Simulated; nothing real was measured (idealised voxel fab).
This is a process module. Its name is voxel ribs on slabs.
Cross-section cut spans 155 nm and uses square cells 5 nm in size.
Cross-section, as written here: a square-cell grid given band by band from the top down, where a band holds one or more rows of cells. Within each band entry, the heights of the top and of the bottom of the band appear first, in that order and in nm; the materials of the band then follow from left to right, each with its corresponding width in nm. The designation "throughout" on a single material indicates that it fills the band from edge to edge; the designation "blank" indicates empty space. The reference from which all heights are counted is 0, the level beneath which the as-received wafer is entirely one material; the lowest band, having no lower bound, proceeds downward and is written after the example "0..down". You'd read "30..40" like this: the band's top row of cells is as wide as the first number, its bottom row is as wide as the second, and going down, every row changes width by the same amount as the row before did. "all unchanged" (step): cross-section cells unchanged, all of them. "Closed void roster": empty spaces of 8 cells or more with no open way to the top, each given as width x height at distance, distance from the left edge, all in nm. Where a step's line continues beyond its settings, the continuation is a remark by the simulator itself on that step. Regarding "overlay nm": on a step with a mask, it is the distance the mask lay to the right of its planned place; a negative value places it to the left.

### Steps planned for the process
- 1: RECEIVE,material Si
- 2: DIRECTIONAL_DEP,material SiO2,thk nm 25
- 3: DIRECTIONAL_DEP,material SiN,thk nm 20
- 4: DIRECTIONAL_DEP,material aC,thk nm 15
- 5: PATTERN,tone cover,mask id RIB,material resist,width nm 30,thk nm 35,overlay nm 0
- 6: DIRECTIONAL_ETCH,etch materials aC,depth nm 15
- 7: STRIP,etch materials resist
- 8: DIRECTIONAL_ETCH,etch materials SiN,depth nm 10
- 9: STRIP,etch materials aC
- 10: DIRECTIONAL_DEP,material aC,thk nm 15
- 11: PATTERN,tone cover,mask id SLAB,material resist,width nm 60,thk nm 30,overlay nm 0
- 12: DIRECTIONAL_ETCH,etch materials aC,depth nm 15
- 13: STRIP,etch materials resist
- 14: DIRECTIONAL_ETCH,etch materials SiN,depth nm 10
- 15: STRIP,etch materials aC
- 16: FILL_DEP,material SiO2,thk nm 20
- 17: CMP,height nm 55
- 18: DIRECTIONAL_DEP,material TiN,thk nm 10
- 19: PATTERN,tone cover,mask id HEATER,material resist,width nm 40,thk nm 20,overlay nm 0
- 20: DIRECTIONAL_ETCH,etch materials TiN,depth nm 10
- 21: STRIP,etch materials resist
- 22: CONFORMAL_DEP,material SiN,thk nm 5

### Cross-sectional view of the wafer in its as-received condition, corresponding to the state after step 1
    0..down: Si throughout
    Closed void roster: none

### Module complete, cross-section. Starting point and plan per above. One mistake made in running the module
    70..65: blank 45 nm / SiN 50 nm / blank 60 nm
    65..60: blank 45 nm / SiN 5 nm / TiN 40 nm / SiN 5 nm / blank 60 nm
    60..55: SiN 50 nm / TiN 40 nm / SiN 65 nm
    55..45: SiO2 throughout
    45..35: SiO2 60 nm / SiN 30 nm / SiO2 65 nm
    35..25: SiO2 45 nm / SiN 60 nm / SiO2 50 nm
    25..0: SiO2 throughout
    0..down: Si throughout
    Closed void roster: none
Heads up, the wafer didn't run the way we planned it: in deviation from the planned setting, step 19 was conducted as PATTERN,tone cover,mask id HEATER,material resist,width nm 40,thk nm 20,overlay nm -5
